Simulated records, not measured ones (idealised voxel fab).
Process module heading - voxel wiring stack
The cross-section shown here is cut; it is 195 nm wide and divided into square cells measuring 5 nm on a side.
When this document writes out a cross-section, it uses a grid of square cells and lists it as bands, beginning at the top and moving down, with a band standing for one or more rows of cells. Top, bottom (nm), then materials left to right with widths (nm); lone material tagged "everywhere" fills the whole band edge to edge; "air" = empty space. All heights in this document are referenced to 0, defined as the level beneath which the wafer, as received, consists entirely of one material. The lowest band is not bounded below; it extends indefinitely downward and is written in the form "z 0 and below". When a width is written as two numbers, as in "30 to 40", the first number is the width in the top row of cells of the band and the second is the width in its bottom row, and the width changes by the same amount from each row to the next. Step note "no change" = no cross-section cell changed. "Trapped void list" contains a list of empty spaces, each no smaller than 8 cells and without an open way to the top, written in the form width x height at distance with the distance from the left edge and all three in nm. Text after the settings on a step's line: the simulator's own remark on that step. overlay nm, on a step with a mask: how far to the right of its planned place the mask lay; to the left if negative. Guide to the pairs. Each holds a before and an after cross-section around one process step; the after cross-section is cut off at the lowest band that changed. Look under the pair for the step between them and its settings. Pairs can come from different runs of this module on the same starting wafer, so a pair follows on from the one above it only where its entry headed "Preceding state" says it does.
Preceding state:
  z 0 and below | Si everywhere
  Trapped void list: none
Post-Step Section View:
  z 10 to 0 | SiO2 everywhere
  below 0: unchanged
  Trapped void list: none
It is this step that lies between the two cross-sections above: CONFORMAL_DEP: material SiO2, thk nm 10
Preceding state: we pick up right where the pair above leaves off, with its after cross-section.
Post-Step Section View:
  z 15 to 10 | SiN everywhere
  below 10: unchanged
  Trapped void list: none
It is this step that lies between the two cross-sections above: CONFORMAL_DEP: material SiN, thk nm 5
Preceding state: we pick up right where the pair above leaves off, with its after cross-section.
Post-Step Section View:
  z 30 to 15 | SiO2 everywhere
  below 15: unchanged
  Trapped void list: none
It is this step that lies between the two cross-sections above: DIRECTIONAL_DEP: material SiO2, thk nm 15
Preceding state: we pick up right where the pair above leaves off, with its after cross-section.
Post-Step Section View:
  z 45 to 30 | aC everywhere
  below 30: unchanged
  Trapped void list: none
It is this step that lies between the two cross-sections above: DIRECTIONAL_DEP: material aC, thk nm 15
Preceding state: we pick up right where the pair above leaves off, with its after cross-section.
Post-Step Section View:
  z 80 to 45 | resist: 45; air: 25; resist: 15; air: 25; resist: 15; air: 25; resist: 45
  below 45: unchanged
  Trapped void list: none
It is this step that lies between the two cross-sections above: PATTERN: tone open, mask id METAL_1, material resist, width nm 25, pitch nm 40, thk nm 35, overlay nm 0
Preceding state: we pick up right where the pair above leaves off, with its after cross-section.
Post-Step Section View:
  z 65 to 45 | resist: 45; air: 25; resist: 15; air: 25; resist: 15; air: 25; resist: 45
  z 45 to 30 | aC: 45; air: 25; aC: 15; air: 25; aC: 15; air: 25; aC: 45
  below 30: unchanged
  Trapped void list: none
It is this step that lies between the two cross-sections above: DIRECTIONAL_ETCH: etch materials aC, depth nm 15
Preceding state: we pick up right where the pair above leaves off, with its after cross-section.
Post-Step Section View:
  z 45 to 30 | aC: 45; air: 25; aC: 15; air: 25; aC: 15; air: 25; aC: 45
  below 30: unchanged
  Trapped void list: none
It is this step that lies between the two cross-sections above: STRIP: etch materials resist
Preceding state: we pick up right where the pair above leaves off, with its after cross-section.
Post-Step Section View:
  z 45 to 30 | aC: 45; air: 25; aC: 15; air: 25; aC: 15; air: 25; aC: 45
  z 30 to 15 | SiO2: 45; air: 25; SiO2: 15; air: 25; SiO2: 15; air: 25; SiO2: 45
  below 15: unchanged
  Trapped void list: none
It is this step that lies between the two cross-sections above: DIRECTIONAL_ETCH: etch materials SiO2, depth nm 15
Preceding state: we pick up right where the pair above leaves off, with its after cross-section.
Post-Step Section View:
  z 45 to 30 | aC: 45; air: 25; aC: 15; air: 25; aC: 15; air: 25; aC: 45
  z 30 to 15 | SiO2: 45; air: 25; SiO2: 15; air: 25; SiO2: 15; air: 25; SiO2: 45
  z 15 to 10 | SiN: 45; air: 25; SiN: 15; air: 25; SiN: 15; air: 25; SiN: 45
  below 10: unchanged
  Trapped void list: none
It is this step that lies between the two cross-sections above: DIRECTIONAL_ETCH: etch materials SiN, depth nm 5
Preceding state: we pick up right where the pair above leaves off, with its after cross-section.
Post-Step Section View:
  z 30 to 15 | SiO2: 45; air: 25; SiO2: 15; air: 25; SiO2: 15; air: 25; SiO2: 45
  below 15: unchanged
  Trapped void list: none
It is this step that lies between the two cross-sections above: STRIP: etch materials aC
Preceding state: we pick up right where the pair above leaves off, with its after cross-section.
Post-Step Section View:
  z 35 to 30 | TiN: 50; air: 15; TiN: 25; air: 15; TiN: 25; air: 15; TiN: 50
  z 30 to 15 | SiO2: 45; TiN: 5; air: 15; TiN: 5; SiO2: 15; TiN: 5; air: 15; TiN: 5; SiO2: 15; TiN: 5; air: 15; TiN: 5; SiO2: 45
  z 15 to 10 | SiN: 45; TiN: 25; SiN: 15; TiN: 25; SiN: 15; TiN: 25; SiN: 45
  below 10: unchanged
  Trapped void list: none
It is this step that lies between the two cross-sections above: CONFORMAL_DEP: material TiN, thk nm 5
Preceding state: we pick up right where the pair above leaves off, with its after cross-section.
Post-Step Section View:
  z 45 to 35 | W everywhere
  z 35 to 30 | TiN: 50; W: 15; TiN: 25; W: 15; TiN: 25; W: 15; TiN: 50
  z 30 to 15 | SiO2: 45; TiN: 5; W: 15; TiN: 5; SiO2: 15; TiN: 5; W: 15; TiN: 5; SiO2: 15; TiN: 5; W: 15; TiN: 5; SiO2: 45
  below 15: unchanged
  Trapped void list: none
It is this step that lies between the two cross-sections above: FILL_DEP: material W, thk nm 10
Preceding state: we pick up right where the pair above leaves off, with its after cross-section.
Post-Step Section View:
  z 30 to 15 | SiO2: 45; TiN: 5; W: 15; TiN: 5; SiO2: 15; TiN: 5; W: 15; TiN: 5; SiO2: 15; TiN: 5; W: 15; TiN: 5; SiO2: 45
  below 15: unchanged
  Trapped void list: none
It is this step that lies between the two cross-sections above: CMP: height nm 30
Preceding state: we pick up right where the pair above leaves off, with its after cross-section.
Post-Step Section View:
  z 35 to 30 | air: 40; Ru: 35; air: 5; Ru: 35; air: 5; Ru: 35; air: 40
  below 30: unchanged
  Trapped void list: none
It is this step that lies between the two cross-sections above: EPI: material Ru, thk nm 5
Preceding state: we pick up right where the pair above leaves off, with its after cross-section.
Post-Step Section View:
  z 40 to 35 | SiCN everywhere
  z 35 to 30 | SiCN: 40; Ru: 35; SiCN: 5; Ru: 35; SiCN: 5; Ru: 35; SiCN: 40
  below 30: unchanged
  Trapped void list: none
It is this step that lies between the two cross-sections above: FILL_DEP: material SiCN, thk nm 5
Preceding state: we pick up right where the pair above leaves off, with its after cross-section.
Post-Step Section View:
  z 55 to 40 | lowk everywhere
  below 40: unchanged
  Trapped void list: none
It is this step that lies between the two cross-sections above: DIRECTIONAL_DEP: material lowk, thk nm 15
Preceding state: we pick up right where the pair above leaves off, with its after cross-section.
Post-Step Section View:
  z 65 to 55 | aC everywhere
  below 55: unchanged
  Trapped void list: none
It is this step that lies between the two cross-sections above: DIRECTIONAL_DEP: material aC, thk nm 10
Preceding state: we pick up right where the pair above leaves off, with its after cross-section.
Post-Step Section View:
  z 95 to 65 | resist: 45; air: 15; resist: 25; air: 15; resist: 25; air: 15; resist: 55
  below 65: unchanged
  Trapped void list: none
It is this step that lies between the two cross-sections above: PATTERN: tone open, mask id PLUG_1, material resist, width nm 15, pitch nm 40, thk nm 30, overlay nm 0
Preceding state: we pick up right where the pair above leaves off, with its after cross-section.
Post-Step Section View:
  z 85 to 65 | resist: 45; air: 15; resist: 25; air: 15; resist: 25; air: 15; resist: 55
  z 65 to 55 | aC: 45; air: 15; aC: 25; air: 15; aC: 25; air: 15; aC: 55
  below 55: unchanged
  Trapped void list: none
It is this step that lies between the two cross-sections above: DIRECTIONAL_ETCH: etch materials aC, depth nm 10
Preceding state: we pick up right where the pair above leaves off, with its after cross-section.
Post-Step Section View:
  z 65 to 55 | aC: 45; air: 15; aC: 25; air: 15; aC: 25; air: 15; aC: 55
  below 55: unchanged
  Trapped void list: none
It is this step that lies between the two cross-sections above: STRIP: etch materials resist
Preceding state: we pick up right where the pair above leaves off, with its after cross-section.
Post-Step Section View:
  z 65 to 55 | aC: 45; air: 15; aC: 25; air: 15; aC: 25; air: 15; aC: 55
  z 55 to 40 | lowk: 45; air: 15; lowk: 25; air: 15; lowk: 25; air: 15; lowk: 55
  below 40: unchanged
  Trapped void list: none
It is this step that lies between the two cross-sections above: DIRECTIONAL_ETCH: etch materials lowk, depth nm 15
Preceding state: we pick up right where the pair above leaves off, with its after cross-section.
Post-Step Section View:
  z 65 to 55 | aC: 45; air: 15; aC: 25; air: 15; aC: 25; air: 15; aC: 55
  z 55 to 40 | lowk: 45; air: 15; lowk: 25; air: 15; lowk: 25; air: 15; lowk: 55
  z 40 to 35 | SiCN: 45; air: 15; SiCN: 25; air: 15; SiCN: 25; air: 15; SiCN: 55
  below 35: unchanged
  Trapped void list: none
It is this step that lies between the two cross-sections above: DIRECTIONAL_ETCH: etch materials SiCN, depth nm 5
Preceding state: we pick up right where the pair above leaves off, with its after cross-section.
Post-Step Section View:
  z 55 to 40 | lowk: 45; air: 15; lowk: 25; air: 15; lowk: 25; air: 15; lowk: 55
  below 40: unchanged
  Trapped void list: none
It is this step that lies between the two cross-sections above: STRIP: etch materials aC
Preceding state: we pick up right where the pair above leaves off, with its after cross-section.
Post-Step Section View:
  z 60 to 55 | TiN: 50; air: 5; TiN: 35; air: 5; TiN: 35; air: 5; TiN: 60
  z 55 to 40 | lowk: 45; TiN: 5; air: 5; TiN: 5; lowk: 25; TiN: 5; air: 5; TiN: 5; lowk: 25; TiN: 5; air: 5; TiN: 5; lowk: 55
  z 40 to 35 | SiCN: 45; TiN: 15; SiCN: 25; TiN: 15; SiCN: 25; TiN: 15; SiCN: 55
  below 35: unchanged
  Trapped void list: none
It is this step that lies between the two cross-sections above: CONFORMAL_DEP: material TiN, thk nm 5
Preceding state: we pick up right where the pair above leaves off, with its after cross-section.
Post-Step Section View:
  z 70 to 60 | W everywhere
  z 60 to 55 | TiN: 50; W: 5; TiN: 35; W: 5; TiN: 35; W: 5; TiN: 60
  z 55 to 40 | lowk: 45; TiN: 5; W: 5; TiN: 5; lowk: 25; TiN: 5; W: 5; TiN: 5; lowk: 25; TiN: 5; W: 5; TiN: 5; lowk: 55
  below 40: unchanged
  Trapped void list: none
It is this step that lies between the two cross-sections above: FILL_DEP: material W, thk nm 10
Preceding state: we pick up right where the pair above leaves off, with its after cross-section.
Post-Step Section View:
  z 55 to 40 | lowk: 45; TiN: 5; W: 5; TiN: 5; lowk: 25; TiN: 5; W: 5; TiN: 5; lowk: 25; TiN: 5; W: 5; TiN: 5; lowk: 55
  below 40: unchanged
  Trapped void list: none
It is this step that lies between the two cross-sections above: CMP: height nm 55
Preceding state: we pick up right where the pair above leaves off, with its after cross-section.
Post-Step Section View:
  z 60 to 55 | SiN everywhere
  below 55: unchanged
  Trapped void list: none
It is this step that lies between the two cross-sections above: CONFORMAL_DEP: material SiN, thk nm 5
Preceding state: we pick up right where the pair above leaves off, with its after cross-section.
Post-Step Section View:
  z 80 to 60 | SiO2 everywhere
  below 60: unchanged
  Trapped void list: none
It is this step that lies between the two cross-sections above: DIRECTIONAL_DEP: material SiO2, thk nm 20
Preceding state: we pick up right where the pair above leaves off, with its after cross-section.
Post-Step Section View:
  z 80 to 60 | SiO2: 45; air: 25; SiO2: 15; air: 25; SiO2: 15; air: 25; SiO2: 45
  below 60: unchanged
  Trapped void list: none
It is this step that lies between the two cross-sections above: MASKED_ETCH: tone open, mask id METAL_2, width nm 25, pitch nm 40, etch materials SiO2, depth nm 20, overlay nm 0
Preceding state: we pick up right where the pair above leaves off, with its after cross-section.
Post-Step Section View:
  z 80 to 60 | SiO2: 45; air: 25; SiO2: 15; air: 25; SiO2: 15; air: 25; SiO2: 45
  z 60 to 55 | SiN: 45; air: 25; SiN: 15; air: 25; SiN: 15; air: 25; SiN: 45
  below 55: unchanged
  Trapped void list: none
It is this step that lies between the two cross-sections above: MASKED_ETCH: tone open, mask id METAL_2, width nm 25, pitch nm 40, etch materials SiN, depth nm 5, overlay nm 0
Preceding state: we pick up right where the pair above leaves off, with its after cross-section.
Post-Step Section View:
  z 85 to 80 | TiN: 50; air: 15; TiN: 25; air: 15; TiN: 25; air: 15; TiN: 50
  z 80 to 60 | SiO2: 45; TiN: 5; air: 15; TiN: 5; SiO2: 15; TiN: 5; air: 15; TiN: 5; SiO2: 15; TiN: 5; air: 15; TiN: 5; SiO2: 45
  z 60 to 55 | SiN: 45; TiN: 25; SiN: 15; TiN: 25; SiN: 15; TiN: 25; SiN: 45
  below 55: unchanged
  Trapped void list: none
It is this step that lies between the two cross-sections above: CONFORMAL_DEP: material TiN, thk nm 5
Preceding state: we pick up right where the pair above leaves off, with its after cross-section.
Post-Step Section View:
  z 90 to 85 | Cu everywhere
  z 85 to 80 | TiN: 50; Cu: 15; TiN: 25; Cu: 15; TiN: 25; Cu: 15; TiN: 50
  z 80 to 60 | SiO2: 45; TiN: 5; Cu: 15; TiN: 5; SiO2: 15; TiN: 5; Cu: 15; TiN: 5; SiO2: 15; TiN: 5; Cu: 15; TiN: 5; SiO2: 45
  below 60: unchanged
  Trapped void list: none
It is this step that lies between the two cross-sections above: FILL_DEP: material Cu, thk nm 5
Preceding state: we pick up right where the pair above leaves off, with its after cross-section.
Post-Step Section View:
  z 80 to 60 | SiO2: 45; TiN: 5; Cu: 15; TiN: 5; SiO2: 15; TiN: 5; Cu: 15; TiN: 5; SiO2: 15; TiN: 5; Cu: 15; TiN: 5; SiO2: 45
  below 60: unchanged
  Trapped void list: none
It is this step that lies between the two cross-sections above: CMP: height nm 80
Preceding state: we pick up right where the pair above leaves off, with its after cross-section.
Post-Step Section View:
  z 85 to 80 | SiCN everywhere
  below 80: unchanged
  Trapped void list: none
It is this step that lies between the two cross-sections above: CONFORMAL_DEP: material SiCN, thk nm 5
Preceding state: we pick up right where the pair above leaves off, with its after cross-section.
Post-Step Section View:
  z 105 to 85 | SiO2 everywhere
  below 85: unchanged
  Trapped void list: none
It is this step that lies between the two cross-sections above: DIRECTIONAL_DEP: material SiO2, thk nm 20
Preceding state: we pick up right where the pair above leaves off, with its after cross-section.
Post-Step Section View:
  z 120 to 105 | aC everywhere
  below 105: unchanged
  Trapped void list: none
It is this step that lies between the two cross-sections above: DIRECTIONAL_DEP: material aC, thk nm 15
Preceding state: we pick up right where the pair above leaves off, with its after cross-section.
Post-Step Section View:
  z 150 to 120 | resist: 45; air: 15; resist: 25; air: 15; resist: 25; air: 15; resist: 55
  below 120: unchanged
  Trapped void list: none
It is this step that lies between the two cross-sections above: PATTERN: tone open, mask id PLUG_2, material resist, width nm 15, pitch nm 40, thk nm 30, overlay nm 0
Preceding state: we pick up right where the pair above leaves off, with its after cross-section.
Post-Step Section View:
  z 135 to 120 | resist: 45; air: 15; resist: 25; air: 15; resist: 25; air: 15; resist: 55
  z 120 to 105 | aC: 45; air: 15; aC: 25; air: 15; aC: 25; air: 15; aC: 55
  below 105: unchanged
  Trapped void list: none
It is this step that lies between the two cross-sections above: DIRECTIONAL_ETCH: etch materials aC, depth nm 15
Preceding state: we pick up right where the pair above leaves off, with its after cross-section.
Post-Step Section View:
  z 120 to 105 | aC: 45; air: 15; aC: 25; air: 15; aC: 25; air: 15; aC: 55
  below 105: unchanged
  Trapped void list: none
It is this step that lies between the two cross-sections above: STRIP: etch materials resist
Preceding state: we pick up right where the pair above leaves off, with its after cross-section.
Post-Step Section View:
  z 120 to 105 | aC: 45; air: 15; aC: 25; air: 15; aC: 25; air: 15; aC: 55
  z 105 to 85 | SiO2: 45; air: 15; SiO2: 25; air: 15; SiO2: 25; air: 15; SiO2: 55
  below 85: unchanged
  Trapped void list: none
It is this step that lies between the two cross-sections above: DIRECTIONAL_ETCH: etch materials SiO2, depth nm 20
Preceding state: we pick up right where the pair above leaves off, with its after cross-section.
Post-Step Section View:
  z 120 to 105 | aC: 45; air: 15; aC: 25; air: 15; aC: 25; air: 15; aC: 55
  z 105 to 85 | SiO2: 45; air: 15; SiO2: 25; air: 15; SiO2: 25; air: 15; SiO2: 55
  z 85 to 80 | SiCN: 45; air: 15; SiCN: 25; air: 15; SiCN: 25; air: 15; SiCN: 55
  below 80: unchanged
  Trapped void list: none
It is this step that lies between the two cross-sections above: DIRECTIONAL_ETCH: etch materials SiCN, depth nm 5
Preceding state: we pick up right where the pair above leaves off, with its after cross-section.
Post-Step Section View:
  z 105 to 85 | SiO2: 45; air: 15; SiO2: 25; air: 15; SiO2: 25; air: 15; SiO2: 55
  below 85: unchanged
  Trapped void list: none
It is this step that lies between the two cross-sections above: STRIP: etch materials aC
Preceding state: we pick up right where the pair above leaves off, with its after cross-section.
Post-Step Section View:
  z 110 to 105 | TiN: 50; air: 5; TiN: 35; air: 5; TiN: 35; air: 5; TiN: 60
  z 105 to 85 | SiO2: 45; TiN: 5; air: 5; TiN: 5; SiO2: 25; TiN: 5; air: 5; TiN: 5; SiO2: 25; TiN: 5; air: 5; TiN: 5; SiO2: 55
  z 85 to 80 | SiCN: 45; TiN: 15; SiCN: 25; TiN: 15; SiCN: 25; TiN: 15; SiCN: 55
  below 80: unchanged
  Trapped void list: none
It is this step that lies between the two cross-sections above: CONFORMAL_DEP: material TiN, thk nm 5
Preceding state: we pick up right where the pair above leaves off, with its after cross-section.
Post-Step Section View:
  z 120 to 110 | W everywhere
  z 110 to 105 | TiN: 50; W: 5; TiN: 35; W: 5; TiN: 35; W: 5; TiN: 60
  z 105 to 85 | SiO2: 45; TiN: 5; W: 5; TiN: 5; SiO2: 25; TiN: 5; W: 5; TiN: 5; SiO2: 25; TiN: 5; W: 5; TiN: 5; SiO2: 55
  below 85: unchanged
  Trapped void list: none
It is this step that lies between the two cross-sections above: FILL_DEP: material W, thk nm 10
Preceding state: we pick up right where the pair above leaves off, with its after cross-section.
Post-Step Section View:
  z 105 to 85 | SiO2: 45; TiN: 5; W: 5; TiN: 5; SiO2: 25; TiN: 5; W: 5; TiN: 5; SiO2: 25; TiN: 5; W: 5; TiN: 5; SiO2: 55
  below 85: unchanged
  Trapped void list: none
It is this step that lies between the two cross-sections above: CMP: height nm 105
Preceding state: we pick up right where the pair above leaves off, with its after cross-section.
Post-Step Section View:
  z 110 to 105 | TiN everywhere
  below 105: unchanged
  Trapped void list: none
It is this step that lies between the two cross-sections above: DIRECTIONAL_DEP: material TiN, thk nm 5
Preceding state: we pick up right where the pair above leaves off, with its after cross-section.
Post-Step Section View:
  z 135 to 110 | W everywhere
  below 110: unchanged
  Trapped void list: none
It is this step that lies between the two cross-sections above: DIRECTIONAL_DEP: material W, thk nm 25
Preceding state: we pick up right where the pair above leaves off, with its after cross-section.
Post-Step Section View:
  z 155 to 135 | air: 45; resist: 25; air: 15; resist: 25; air: 15; resist: 25; air: 45
  below 135: unchanged
  Trapped void list: none
It is this step that lies between the two cross-sections above: PATTERN: tone cover, mask id METAL_3, material resist, width nm 25, pitch nm 40, thk nm 20, overlay nm 0
Preceding state: we pick up right where the pair above leaves off, with its after cross-section.
Post-Step Section View:
  z 155 to 135 | air: 45; resist: 25; air: 15; resist: 25; air: 15; resist: 25; air: 45
  z 135 to 110 | air: 45; W: 25; air: 15; W: 25; air: 15; W: 25; air: 45
  below 110: unchanged
  Trapped void list: none
It is this step that lies between the two cross-sections above: DIRECTIONAL_ETCH: etch materials W, depth nm 25
Preceding state: we pick up right where the pair above leaves off, with its after cross-section.
Post-Step Section View:
  z 155 to 135 | air: 45; resist: 25; air: 15; resist: 25; air: 15; resist: 25; air: 45
  z 135 to 110 | air: 45; W: 25; air: 15; W: 25; air: 15; W: 25; air: 45
  z 110 to 105 | air: 45; TiN: 25; air: 15; TiN: 25; air: 15; TiN: 25; air: 45
  below 105: unchanged
  Trapped void list: none
It is this step that lies between the two cross-sections above: DIRECTIONAL_ETCH: etch materials TiN, depth nm 5
Preceding state: we pick up right where the pair above leaves off, with its after cross-section.
Post-Step Section View:
  z 135 to 110 | air: 45; W: 25; air: 15; W: 25; air: 15; W: 25; air: 45
  below 110: unchanged
  Trapped void list: none
It is this step that lies between the two cross-sections above: STRIP: etch materials resist
Preceding state: we pick up right where the pair above leaves off, with its after cross-section.
Post-Step Section View:
  z 140 to 135 | lowk everywhere
  z 135 to 110 | lowk: 45; W: 25; lowk: 15; W: 25; lowk: 15; W: 25; lowk: 45
  z 110 to 105 | lowk: 45; TiN: 25; lowk: 15; TiN: 25; lowk: 15; TiN: 25; lowk: 45
  below 105: unchanged
  Trapped void list: none
It is this step that lies between the two cross-sections above: FILL_DEP: material lowk, thk nm 5
Preceding state: we pick up right where the pair above leaves off, with its after cross-section.
Post-Step Section View:
  z 135 to 110 | lowk: 45; W: 25; lowk: 15; W: 25; lowk: 15; W: 25; lowk: 45
  below 110: unchanged
  Trapped void list: none
It is this step that lies between the two cross-sections above: CMP: height nm 135
Preceding state: we pick up right where the pair above leaves off, with its after cross-section.
Post-Step Section View:
  z 140 to 135 | SiN everywhere
  below 135: unchanged
  Trapped void list: none
It is this step that lies between the two cross-sections above: CONFORMAL_DEP: material SiN, thk nm 5
Preceding state:
  z 70 to 60 | W everywhere
  z 60 to 55 | TiN: 50; W: 5; TiN: 35; W: 5; TiN: 35; W: 5; TiN: 60
  z 55 to 40 | lowk: 45; TiN: 5; W: 5; TiN: 5; lowk: 25; TiN: 5; W: 5; TiN: 5; lowk: 25; TiN: 5; W: 5; TiN: 5; lowk: 55
  z 40 to 35 | SiCN: 45; TiN: 15; SiCN: 25; TiN: 15; SiCN: 25; TiN: 15; SiCN: 55
  z 35 to 30 | SiCN: 40; Ru: 35; SiCN: 5; Ru: 35; SiCN: 5; Ru: 35; SiCN: 40
  z 30 to 15 | SiO2: 45; TiN: 5; W: 15; TiN: 5; SiO2: 15; TiN: 5; W: 15; TiN: 5; SiO2: 15; TiN: 5; W: 15; TiN: 5; SiO2: 45
  z 15 to 10 | SiN: 45; TiN: 25; SiN: 15; TiN: 25; SiN: 15; TiN: 25; SiN: 45
  z 10 to 0 | SiO2 everywhere
  z 0 and below | Si everywhere
  Trapped void list: none
Post-Step Section View:
  z 75 to 70 | SiN everywhere
  below 70: unchanged
  Trapped void list: none
It is this step that lies between the two cross-sections above: CONFORMAL_DEP: material SiN, thk nm 5
Preceding state: we pick up right where the pair above leaves off, with its after cross-section.
Post-Step Section View:
  z 95 to 75 | SiO2 everywhere
  below 75: unchanged
  Trapped void list: none
It is this step that lies between the two cross-sections above: DIRECTIONAL_DEP: material SiO2, thk nm 20
Preceding state: we pick up right where the pair above leaves off, with its after cross-section.
Post-Step Section View:
  z 95 to 75 | SiO2: 45; air: 25; SiO2: 15; air: 25; SiO2: 15; air: 25; SiO2: 45
  below 75: unchanged
  Trapped void list: none
It is this step that lies between the two cross-sections above: MASKED_ETCH: tone open, mask id METAL_2, width nm 25, pitch nm 40, etch materials SiO2, depth nm 20, overlay nm 0
Preceding state: we pick up right where the pair above leaves off, with its after cross-section.
Post-Step Section View:
  z 95 to 75 | SiO2: 45; air: 25; SiO2: 15; air: 25; SiO2: 15; air: 25; SiO2: 45
  z 75 to 70 | SiN: 45; air: 25; SiN: 15; air: 25; SiN: 15; air: 25; SiN: 45
  below 70: unchanged
  Trapped void list: none
It is this step that lies between the two cross-sections above: MASKED_ETCH: tone open, mask id METAL_2, width nm 25, pitch nm 40, etch materials SiN, depth nm 5, overlay nm 0
Preceding state: we pick up right where the pair above leaves off, with its after cross-section.
Post-Step Section View:
  z 100 to 95 | TiN: 50; air: 15; TiN: 25; air: 15; TiN: 25; air: 15; TiN: 50
  z 95 to 75 | SiO2: 45; TiN: 5; air: 15; TiN: 5; SiO2: 15; TiN: 5; air: 15; TiN: 5; SiO2: 15; TiN: 5; air: 15; TiN: 5; SiO2: 45
  z 75 to 70 | SiN: 45; TiN: 25; SiN: 15; TiN: 25; SiN: 15; TiN: 25; SiN: 45
  below 70: unchanged
  Trapped void list: none
It is this step that lies between the two cross-sections above: CONFORMAL_DEP: material TiN, thk nm 5
Preceding state: we pick up right where the pair above leaves off, with its after cross-section.
Post-Step Section View:
  z 105 to 100 | Cu everywhere
  z 100 to 95 | TiN: 50; Cu: 15; TiN: 25; Cu: 15; TiN: 25; Cu: 15; TiN: 50
  z 95 to 75 | SiO2: 45; TiN: 5; Cu: 15; TiN: 5; SiO2: 15; TiN: 5; Cu: 15; TiN: 5; SiO2: 15; TiN: 5; Cu: 15; TiN: 5; SiO2: 45
  below 75: unchanged
  Trapped void list: none
It is this step that lies between the two cross-sections above: FILL_DEP: material Cu, thk nm 5
Preceding state: we pick up right where the pair above leaves off, with its after cross-section.
Post-Step Section View:
  z 80 to 75 | SiO2: 45; TiN: 5; Cu: 15; TiN: 5; SiO2: 15; TiN: 5; Cu: 15; TiN: 5; SiO2: 15; TiN: 5; Cu: 15; TiN: 5; SiO2: 45
  below 75: unchanged
  Trapped void list: none
It is this step that lies between the two cross-sections above: CMP: height nm 80
Preceding state: we pick up right where the pair above leaves off, with its after cross-section.
Post-Step Section View:
  z 85 to 80 | SiCN everywhere
  below 80: unchanged
  Trapped void list: none
It is this step that lies between the two cross-sections above: CONFORMAL_DEP: material SiCN, thk nm 5
Preceding state: we pick up right where the pair above leaves off, with its after cross-section.
Post-Step Section View:
  z 105 to 85 | SiO2 everywhere
  below 85: unchanged
  Trapped void list: none
It is this step that lies between the two cross-sections above: DIRECTIONAL_DEP: material SiO2, thk nm 20
Preceding state: we pick up right where the pair above leaves off, with its after cross-section.
Post-Step Section View:
  z 120 to 105 | aC everywhere
  below 105: unchanged
  Trapped void list: none
It is this step that lies between the two cross-sections above: DIRECTIONAL_DEP: material aC, thk nm 15
Preceding state: we pick up right where the pair above leaves off, with its after cross-section.
Post-Step Section View:
  z 150 to 120 | resist: 45; air: 15; resist: 25; air: 15; resist: 25; air: 15; resist: 55
  below 120: unchanged
  Trapped void list: none
It is this step that lies between the two cross-sections above: PATTERN: tone open, mask id PLUG_2, material resist, width nm 15, pitch nm 40, thk nm 30, overlay nm 0
Preceding state: we pick up right where the pair above leaves off, with its after cross-section.
Post-Step Section View:
  z 135 to 120 | resist: 45; air: 15; resist: 25; air: 15; resist: 25; air: 15; resist: 55
  z 120 to 105 | aC: 45; air: 15; aC: 25; air: 15; aC: 25; air: 15; aC: 55
  below 105: unchanged
  Trapped void list: none
It is this step that lies between the two cross-sections above: DIRECTIONAL_ETCH: etch materials aC, depth nm 15
Preceding state: we pick up right where the pair above leaves off, with its after cross-section.
Post-Step Section View:
  z 120 to 105 | aC: 45; air: 15; aC: 25; air: 15; aC: 25; air: 15; aC: 55
  below 105: unchanged
  Trapped void list: none
It is this step that lies between the two cross-sections above: STRIP: etch materials resist
Preceding state: we pick up right where the pair above leaves off, with its after cross-section.
Post-Step Section View:
  z 120 to 105 | aC: 45; air: 15; aC: 25; air: 15; aC: 25; air: 15; aC: 55
  z 105 to 85 | SiO2: 45; air: 15; SiO2: 25; air: 15; SiO2: 25; air: 15; SiO2: 55
  below 85: unchanged
  Trapped void list: none
It is this step that lies between the two cross-sections above: DIRECTIONAL_ETCH: etch materials SiO2, depth nm 20
Preceding state: we pick up right where the pair above leaves off, with its after cross-section.
Post-Step Section View:
  z 120 to 105 | aC: 45; air: 15; aC: 25; air: 15; aC: 25; air: 15; aC: 55
  z 105 to 85 | SiO2: 45; air: 15; SiO2: 25; air: 15; SiO2: 25; air: 15; SiO2: 55
  z 85 to 80 | SiCN: 45; air: 15; SiCN: 25; air: 15; SiCN: 25; air: 15; SiCN: 55
  below 80: unchanged
  Trapped void list: none
It is this step that lies between the two cross-sections above: DIRECTIONAL_ETCH: etch materials SiCN, depth nm 5
Preceding state: we pick up right where the pair above leaves off, with its after cross-section.
Post-Step Section View:
  z 105 to 85 | SiO2: 45; air: 15; SiO2: 25; air: 15; SiO2: 25; air: 15; SiO2: 55
  below 85: unchanged
  Trapped void list: none
It is this step that lies between the two cross-sections above: STRIP: etch materials aC
Preceding state: we pick up right where the pair above leaves off, with its after cross-section.
Post-Step Section View:
  z 110 to 105 | TiN: 50; air: 5; TiN: 35; air: 5; TiN: 35; air: 5; TiN: 60
  z 105 to 85 | SiO2: 45; TiN: 5; air: 5; TiN: 5; SiO2: 25; TiN: 5; air: 5; TiN: 5; SiO2: 25; TiN: 5; air: 5; TiN: 5; SiO2: 55
  z 85 to 80 | SiCN: 45; TiN: 15; SiCN: 25; TiN: 15; SiCN: 25; TiN: 15; SiCN: 55
  below 80: unchanged
  Trapped void list: none
It is this step that lies between the two cross-sections above: CONFORMAL_DEP: material TiN, thk nm 5
Preceding state: we pick up right where the pair above leaves off, with its after cross-section.
Post-Step Section View:
  z 120 to 110 | W everywhere
  z 110 to 105 | TiN: 50; W: 5; TiN: 35; W: 5; TiN: 35; W: 5; TiN: 60
  z 105 to 85 | SiO2: 45; TiN: 5; W: 5; TiN: 5; SiO2: 25; TiN: 5; W: 5; TiN: 5; SiO2: 25; TiN: 5; W: 5; TiN: 5; SiO2: 55
  below 85: unchanged
  Trapped void list: none
It is this step that lies between the two cross-sections above: FILL_DEP: material W, thk nm 10
Preceding state: we pick up right where the pair above leaves off, with its after cross-section.
Post-Step Section View:
  z 105 to 85 | SiO2: 45; TiN: 5; W: 5; TiN: 5; SiO2: 25; TiN: 5; W: 5; TiN: 5; SiO2: 25; TiN: 5; W: 5; TiN: 5; SiO2: 55
  below 85: unchanged
  Trapped void list: none
It is this step that lies between the two cross-sections above: CMP: height nm 105
Preceding state: we pick up right where the pair above leaves off, with its after cross-section.
Post-Step Section View:
  z 110 to 105 | TiN everywhere
  below 105: unchanged
  Trapped void list: none
It is this step that lies between the two cross-sections above: DIRECTIONAL_DEP: material TiN, thk nm 5
Preceding state: we pick up right where the pair above leaves off, with its after cross-section.
Post-Step Section View:
  z 135 to 110 | W everywhere
  below 110: unchanged
  Trapped void list: none
It is this step that lies between the two cross-sections above: DIRECTIONAL_DEP: material W, thk nm 25
Preceding state: we pick up right where the pair above leaves off, with its after cross-section.
Post-Step Section View:
  z 155 to 135 | air: 45; resist: 25; air: 15; resist: 25; air: 15; resist: 25; air: 45
  below 135: unchanged
  Trapped void list: none
It is this step that lies between the two cross-sections above: PATTERN: tone cover, mask id METAL_3, material resist, width nm 25, pitch nm 40, thk nm 20, overlay nm 0
